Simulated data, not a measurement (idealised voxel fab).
The following process module bears the name voxel gate over fins.
Displayed cross-section: cut, width of 140 nm, square cells sized 5 nm.
Throughout this document, each cross-section is represented as a grid of square cells and is presented as a sequence of bands enumerated from the top downward, where a band comprises one or more rows of cells.
Per band: top height and bottom height in nm, followed by the left-to-right materials and their widths in nm; "throughout" marks a single material spanning edge to edge, "air" marks empty space.
Ref level 0: as-received wafer is one material below here. Bottom band extends down with no lower bound ("from 0 down").
Read "30..40" as a graded width: first number on top, second number at the bottom, same change between each pair of neighbouring rows.
When a step is marked "nothing got changed", none of the cells in the cross-section changed during that step.
Closed empty spaces (no open way to the top) of 8 cells or more are what "Cavities, closed" lists, each as width x height at distance from the left edge, nm for all three.
That trailing text on a step's line, after the settings, is the simulator's own remark on the step.
overlay nm: mask offset rightward from planned place, masked step; negative means leftward offset.
[The process steps that were planned are listed below]
1) RECEIVE, material Si
2) CONFORMAL_DEP, material SiN, thk nm 5
3) PATTERN, tone cover, mask id FINS, material resist, width nm 15, pitch nm 40, thk nm 20, overlay nm 0
4) DIRECTIONAL_ETCH, etch materials SiN, depth nm 5
5) DIRECTIONAL_ETCH, etch materials Si, depth nm 40
6) STRIP, etch materials resist
7) FILL_DEP, material SiO2, thk nm 10
8) CMP, height nm 5
9) SELECTIVE_ETCH, etch materials SiO2, depth nm 20
10) STRIP, etch materials SiN
11) CONFORMAL_DEP, material HfO2, thk nm 5
12) CONFORMAL_DEP, material TiN, thk nm 5
13) CONFORMAL_DEP, material TiAl, thk nm 5
14) CONFORMAL_DEP, material TiN, thk nm 5
15) FILL_DEP, material W, thk nm 10
16) CMP, height nm 25
17) CONFORMAL_DEP, material SiCN, thk nm 5
[Incoming wafer in cross-section (state: after step 1)]
    from 0 down | Si throughout
    Cavities, closed: none
[Module complete - cross-section of the first of two wafers, run according to plan]
    from 30 to 25 | SiCN throughout
    from 25 to 20 | W throughout
    from 20 to 15 | 20 of W | 95 of TiN | 25 of W
    from 15 to 10 | 20 of W | 5 of TiN | 85 of TiAl | 5 of TiN | 25 of W
    from 10 to 5 | 20 of W | 5 of TiN | 5 of TiAl | 35 of TiN | 5 of TiAl | 35 of TiN | 5 of TiAl | 5 of TiN | 25 of W
    from 5 to 0 | 25 of TiN | 5 of TiAl | 5 of TiN | 25 of HfO2 | 5 of TiN | 5 of TiAl | 5 of TiN | 25 of HfO2 | 5 of TiN | 5 of TiAl | 30 of TiN
    from 0 to -5 | 30 of TiAl | 5 of TiN | 5 of HfO2 | 15 of Si | 5 of HfO2 | 5 of TiN | 5 of TiAl | 5 of TiN | 5 of HfO2 | 15 of Si | 5 of HfO2 | 5 of TiN | 35 of TiAl
    from -5 to -10 | 35 of TiN | 5 of HfO2 | 15 of Si | 5 of HfO2 | 15 of TiN | 5 of HfO2 | 15 of Si | 5 of HfO2 | 40 of TiN
    from -10 to -15 | 40 of HfO2 | 15 of Si | 25 of HfO2 | 15 of Si | 45 of HfO2
    from -15 to -40 | 40 of SiO2 | 15 of Si | 25 of SiO2 | 15 of Si | 45 of SiO2
    from -40 down | Si throughout
    Cavities, closed: none
[Same start, same plan as the first wafer - but one mistake in the run. Cross-section of the second of the two at the end of the module]
    from 30 to 25 | SiCN throughout
    from 25 to 15 | W throughout
    from 15 to 5 | 25 of W | 85 of TiN | 30 of W
    from 5 to 0 | 25 of W | 10 of TiN | 25 of HfO2 | 15 of TiN | 25 of HfO2 | 10 of TiN | 30 of W
    from 0 to -10 | 35 of TiN | 5 of HfO2 | 15 of Si | 5 of HfO2 | 15 of TiN | 5 of HfO2 | 15 of Si | 5 of HfO2 | 40 of TiN
    from -10 to -15 | 40 of HfO2 | 15 of Si | 25 of HfO2 | 15 of Si | 45 of HfO2
    from -15 to -40 | 40 of SiO2 | 15 of Si | 25 of SiO2 | 15 of Si | 45 of SiO2
    from -40 down | Si throughout
    Cavities, closed: none
What was the processing mistake? heads up, step 13 of the plan was skipped and never actually ran
In the final state, the cell counts of the second wafer exceed or fall short of those of the first for the following materials: TiAl: 37 fewer | TiN: 3 more | W: 34 more
